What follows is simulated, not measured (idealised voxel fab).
process module | voxel released beams
cross-section cut | 255 nm wide | cells 5 nm
A cross-section is a grid of square cells, given in bands from the top down. A band is one or more rows of cells.
Each band's line starts with the height of the band's top and of its bottom, in nm. Then come its materials from left to right, each with its width in nm. One material with "throughout" fills the band from edge to edge. "air" is empty space.
Height 0 is the level under which the wafer as received is all one material. The lowest band goes on downwards, as in "0 down".
A width such as "30 to 40" changes by the same amount from each row of cells to the next, from the band's top row to its bottom row.
"no change" after a step means that no cell of the cross-section changed.
closed voids: empty space of 8 cells or more with no open way to the top, each as width x height at its distance from the left edge, in nm
after a step's settings: what the simulator itself notes on the step
overlay nm, on a step with a mask: how far to the right of its planned place the mask lay; to the left if negative
Each pair below shows a cross-section before one step and the cross-section after it, down to the lowest band that changed. The line under each pair gives the step between them, with its settings. The pairs can come from different runs of this module on the same starting wafer, so a pair continues from the pair above only where its "before" says so.
before
  0 down: Si throughout
  closed voids: none
after
  10 to 0: SiN throughout
  below 0: unchanged
  closed voids: none
the step between: op CONFORMAL_DEP | material SiN | thk nm 10
before: the cross-section after the pair above
after
  25 to 10: SiO2 throughout
  below 10: unchanged
  closed voids: none
the step between: op DIRECTIONAL_DEP | material SiO2 | thk nm 15
before: the cross-section after the pair above
after
  40 to 25: aC throughout
  below 25: unchanged
  closed voids: none
the step between: op DIRECTIONAL_DEP | material aC | thk nm 15
before: the cross-section after the pair above
after
  70 to 40: resist 80 | air 45 | resist 130
  below 40: unchanged
  closed voids: none
the step between: op PATTERN | tone open | mask id ANCHOR | material resist | width nm 45 | thk nm 30 | overlay nm 0
before: the cross-section after the pair above
after
  55 to 40: resist 80 | air 45 | resist 130
  40 to 25: aC 80 | air 45 | aC 130
  below 25: unchanged
  closed voids: none
the step between: op DIRECTIONAL_ETCH | etch materials aC | depth nm 15
before: the cross-section after the pair above
after
  40 to 25: aC 80 | air 45 | aC 130
  below 25: unchanged
  closed voids: none
the step between: op STRIP | etch materials resist
before: the cross-section after the pair above
after
  40 to 25: aC 80 | air 45 | aC 130
  25 to 10: SiO2 80 | air 45 | SiO2 130
  below 10: unchanged
  closed voids: none
the step between: op DIRECTIONAL_ETCH | etch materials SiO2 | depth nm 15
before: the cross-section after the pair above
after
  25 to 10: SiO2 80 | air 45 | SiO2 130
  below 10: unchanged
  closed voids: none
the step between: op STRIP | etch materials aC
before: the cross-section after the pair above
after
  40 to 25: TiN 95 | air 15 | TiN 145
  25 to 10: SiO2 80 | TiN 45 | SiO2 130
  below 10: unchanged
  closed voids: none
the step between: op CONFORMAL_DEP | material TiN | thk nm 15
before: the cross-section after the pair above
after
  40 to 25: air 75 | TiN 20 | air 15 | TiN 60 | air 85
  below 25: unchanged
  closed voids: none
the step between: op MASKED_ETCH | tone cover | mask id BEAM | width nm 95 | etch materials TiN | depth nm 15 | overlay nm 0
before: the cross-section after the pair above
after
  40 to 25: air 75 | TiN 20 | air 15 | TiN 60 | air 85
  25 to 10: air 80 | TiN 45 | air 130
  below 10: unchanged
  closed voids: none
the step between: op STRIP | etch materials SiO2
before
  0 down: Si throughout
  closed voids: none
after
  15 to 0: SiO2 throughout
  below 0: unchanged
  closed voids: none
the step between: op DIRECTIONAL_DEP | material SiO2 | thk nm 15
before: the cross-section after the pair above
after
  30 to 15: aC throughout
  below 15: unchanged
  closed voids: none
the step between: op DIRECTIONAL_DEP | material aC | thk nm 15
before: the cross-section after the pair above
after
  60 to 30: resist 80 | air 45 | resist 130
  below 30: unchanged
  closed voids: none
the step between: op PATTERN | tone open | mask id ANCHOR | material resist | width nm 45 | thk nm 30 | overlay nm 0
before: the cross-section after the pair above
after
  45 to 30: resist 80 | air 45 | resist 130
  30 to 15: aC 80 | air 45 | aC 130
  below 15: unchanged
  closed voids: none
the step between: op DIRECTIONAL_ETCH | etch materials aC | depth nm 15
before: the cross-section after the pair above
after
  30 to 15: aC 80 | air 45 | aC 130
  below 15: unchanged
  closed voids: none
the step between: op STRIP | etch materials resist
before: the cross-section after the pair above
after
  30 to 15: aC 80 | air 45 | aC 130
  15 to 0: SiO2 80 | air 45 | SiO2 130
  below 0: unchanged
  closed voids: none
the step between: op DIRECTIONAL_ETCH | etch materials SiO2 | depth nm 15
before: the cross-section after the pair above
after
  15 to 0: SiO2 80 | air 45 | SiO2 130
  below 0: unchanged
  closed voids: none
the step between: op STRIP | etch materials aC
before: the cross-section after the pair above
after
  30 to 15: TiN 95 | air 15 | TiN 145
  15 to 0: SiO2 80 | TiN 45 | SiO2 130
  below 0: unchanged
  closed voids: none
the step between: op CONFORMAL_DEP | material TiN | thk nm 15
before: the cross-section after the pair above
after
  30 to 15: air 75 | TiN 20 | air 15 | TiN 60 | air 85
  below 15: unchanged
  closed voids: none
the step between: op MASKED_ETCH | tone cover | mask id BEAM | width nm 95 | etch materials TiN | depth nm 15 | overlay nm 0
before: the cross-section after the pair above
after
  30 to 15: air 75 | TiN 20 | air 15 | TiN 60 | air 85
  15 to 0: air 80 | TiN 45 | air 130
  below 0: unchanged
  closed voids: none
the step between: op STRIP | etch materials SiO2
before
  40 to 25: TiN 95 | air 15 | TiN 145
  25 to 10: SiO2 80 | TiN 45 | SiO2 130
  10 to 0: SiN throughout
  0 down: Si throughout
  closed voids: none
after
  55 to 25: TiN throughout
  below 25: unchanged
  closed voids: none
the step between: op CONFORMAL_DEP | material TiN | thk nm 15
before: the cross-section after the pair above
after
  55 to 40: air 75 | TiN 95 | air 85
  below 40: unchanged
  closed voids: none
the step between: op MASKED_ETCH | tone cover | mask id BEAM | width nm 95 | etch materials TiN | depth nm 15 | overlay nm 0
before
  15 to 0: SiO2 throughout
  0 down: Si throughout
  closed voids: none
after
  25 to 15: SiN throughout
  below 15: unchanged
  closed voids: none
the step between: op CONFORMAL_DEP | material SiN | thk nm 10
before: the cross-section after the pair above
after
  40 to 25: aC throughout
  below 25: unchanged
  closed voids: none
the step between: op DIRECTIONAL_DEP | material aC | thk nm 15
before: the cross-section after the pair above
after
  70 to 40: resist 80 | air 45 | resist 130
  below 40: unchanged
  closed voids: none
the step between: op PATTERN | tone open | mask id ANCHOR | material resist | width nm 45 | thk nm 30 | overlay nm 0
before: the cross-section after the pair above
after
  55 to 40: resist 80 | air 45 | resist 130
  40 to 25: aC 80 | air 45 | aC 130
  below 25: unchanged
  closed voids: none
the step between: op DIRECTIONAL_ETCH | etch materials aC | depth nm 15
before: the cross-section after the pair above
after
  40 to 25: aC 80 | air 45 | aC 130
  below 25: unchanged
  closed voids: none
the step between: op STRIP | etch materials resist
before: the cross-section after the pair above
after
  25 to 15: SiN throughout
  below 15: unchanged
  closed voids: none
the step between: op STRIP | etch materials aC
before: the cross-section after the pair above
after
  40 to 25: TiN throughout
  below 25: unchanged
  closed voids: none
the step between: op CONFORMAL_DEP | material TiN | thk nm 15
before: the cross-section after the pair above
after
  40 to 25: air 75 | TiN 95 | air 85
  below 25: unchanged
  closed voids: none
the step between: op MASKED_ETCH | tone cover | mask id BEAM | width nm 95 | etch materials TiN | depth nm 15 | overlay nm 0
before
  10 to 0: SiN throughout
  0 down: Si throughout
  closed voids: none
after
  20 to 10: SiO2 throughout
  below 10: unchanged
  closed voids: none
the step between: op DIRECTIONAL_DEP | material SiO2 | thk nm 10
before: the cross-section after the pair above
after
  35 to 20: aC throughout
  below 20: unchanged
  closed voids: none
the step between: op DIRECTIONAL_DEP | material aC | thk nm 15
before: the cross-section after the pair above
after
  65 to 35: resist 80 | air 45 | resist 130
  below 35: unchanged
  closed voids: none
the step between: op PATTERN | tone open | mask id ANCHOR | material resist | width nm 45 | thk nm 30 | overlay nm 0
before: the cross-section after the pair above
after
  50 to 35: resist 80 | air 45 | resist 130
  35 to 20: aC 80 | air 45 | aC 130
  below 20: unchanged
  closed voids: none
the step between: op DIRECTIONAL_ETCH | etch materials aC | depth nm 15
before: the cross-section after the pair above
after
  35 to 20: aC 80 | air 45 | aC 130
  below 20: unchanged
  closed voids: none
the step between: op STRIP | etch materials resist
before: the cross-section after the pair above
after
  35 to 20: aC 80 | air 45 | aC 130
  20 to 10: SiO2 80 | air 45 | SiO2 130
  below 10: unchanged
  closed voids: none
the step between: op DIRECTIONAL_ETCH | etch materials SiO2 | depth nm 15
before: the cross-section after the pair above
after
  20 to 10: SiO2 80 | air 45 | SiO2 130
  below 10: unchanged
  closed voids: none
the step between: op STRIP | etch materials aC
before: the cross-section after the pair above
after
  35 to 25: TiN 95 | air 15 | TiN 145
  25 to 20: TiN throughout
  20 to 10: SiO2 80 | TiN 45 | SiO2 130
  below 10: unchanged
  closed voids: none
the step between: op CONFORMAL_DEP | material TiN | thk nm 15
before: the cross-section after the pair above
after
  35 to 25: air 75 | TiN 20 | air 15 | TiN 60 | air 85
  25 to 20: air 75 | TiN 95 | air 85
  below 20: unchanged
  closed voids: none
the step between: op MASKED_ETCH | tone cover | mask id BEAM | width nm 95 | etch materials TiN | depth nm 15 | overlay nm 0
before: the cross-section after the pair above
after
  35 to 25: air 75 | TiN 20 | air 15 | TiN 60 | air 85
  25 to 20: air 75 | TiN 95 | air 85
  20 to 10: air 80 | TiN 45 | air 130
  below 10: unchanged
  closed voids: none
the step between: op STRIP | etch materials SiO2
before
  40 to 25: TiN 95 | air 15 | TiN 145
  25 to 10: SiO2 80 | TiN 45 | SiO2 130
  10 to 0: SiN throughout
  0 down: Si throughout
  closed voids: none
after
  40 to 25: air 70 | TiN 25 | air 15 | TiN 65 | air 80
  below 25: unchanged
  closed voids: none
the step between: op MASKED_ETCH | tone cover | mask id BEAM | width nm 105 | etch materials TiN | depth nm 15 | overlay nm 0
before: the cross-section after the pair above
after
  40 to 25: air 70 | TiN 25 | air 15 | TiN 65 | air 80
  25 to 10: air 80 | TiN 45 | air 130
  below 10: unchanged
  closed voids: none
the step between: op STRIP | etch materials SiO2
before
  40 to 25: TiN 95 | air 15 | TiN 145
  25 to 10: SiO2 80 | TiN 45 | SiO2 130
  10 to 0: SiN throughout
  0 down: Si throughout
  closed voids: none
after
  40 to 25: air 70 | TiN 25 | air 15 | TiN 55 | air 90
  below 25: unchanged
  closed voids: none
the step between: op MASKED_ETCH | tone cover | mask id BEAM | width nm 95 | etch materials TiN | depth nm 15 | overlay nm -5
before: the cross-section after the pair above
after
  40 to 25: air 70 | TiN 25 | air 15 | TiN 55 | air 90
  25 to 10: air 80 | TiN 45 | air 130
  below 10: unchanged
  closed voids: none
the step between: op STRIP | etch materials SiO2
before
  25 to 10: SiO2 throughout
  10 to 0: SiN throughout
  0 down: Si throughout
  closed voids: none
after
  40 to 25: TiN throughout
  below 25: unchanged
  closed voids: none
the step between: op DIRECTIONAL_DEP | material TiN | thk nm 15
before: the cross-section after the pair above
after
  70 to 40: resist 80 | air 45 | resist 130
  below 40: unchanged
  closed voids: none
the step between: op PATTERN | tone open | mask id ANCHOR | material resist | width nm 45 | thk nm 30 | overlay nm 0
before: the cross-section after the pair above
after
  55 to 40: resist 80 | air 45 | resist 130
  below 40: unchanged
  closed voids: none
the step between: op DIRECTIONAL_ETCH | etch materials aC | depth nm 15
before: the cross-section after the pair above
after
  40 to 25: TiN throughout
  below 25: unchanged
  closed voids: none
the step between: op STRIP | etch materials resist
before: the cross-section after the pair above
after
  55 to 25: TiN throughout
  below 25: unchanged
  closed voids: none
the step between: op CONFORMAL_DEP | material TiN | thk nm 15
before: the cross-section after the pair above
after
  55 to 40: air 75 | TiN 95 | air 85
  below 40: unchanged
  closed voids: none
the step between: op MASKED_ETCH | tone cover | mask id BEAM | width nm 95 | etch materials TiN | depth nm 15 | overlay nm 0
before
  40 to 25: aC throughout
  25 to 10: SiO2 throughout
  10 to 0: SiN throughout
  0 down: Si throughout
  closed voids: none
after
  70 to 40: air 80 | resist 45 | air 130
  below 40: unchanged
  closed voids: none
the step between: op PATTERN | tone cover | mask id ANCHOR | material resist | width nm 45 | thk nm 30 | overlay nm 0
before: the cross-section after the pair above
after
  55 to 40: air 80 | resist 45 | air 130
  40 to 25: air 80 | aC 45 | air 130
  below 25: unchanged
  closed voids: none
the step between: op DIRECTIONAL_ETCH | etch materials aC | depth nm 15
before: the cross-section after the pair above
after
  40 to 25: air 80 | aC 45 | air 130
  below 25: unchanged
  closed voids: none
the step between: op STRIP | etch materials resist
before: the cross-section after the pair above
after
  40 to 25: air 80 | aC 45 | air 130
  25 to 10: air 80 | SiO2 45 | air 130
  below 10: unchanged
  closed voids: none
the step between: op DIRECTIONAL_ETCH | etch materials SiO2 | depth nm 15
before: the cross-section after the pair above
after
  25 to 10: air 80 | SiO2 45 | air 130
  below 10: unchanged
  closed voids: none
the step between: op STRIP | etch materials aC
before: the cross-section after the pair above
after
  40 to 25: air 65 | TiN 75 | air 115
  25 to 10: TiN 80 | SiO2 45 | TiN 130
  below 10: unchanged
  closed voids: none
the step between: op CONFORMAL_DEP | material TiN | thk nm 15
before: the cross-section after the pair above
after
  40 to 25: air 75 | TiN 65 | air 115
  25 to 10: air 65 | TiN 15 | SiO2 45 | TiN 45 | air 85
  below 10: unchanged
  closed voids: none
the step between: op MASKED_ETCH | tone cover | mask id BEAM | width nm 95 | etch materials TiN | depth nm 15 | overlay nm 0
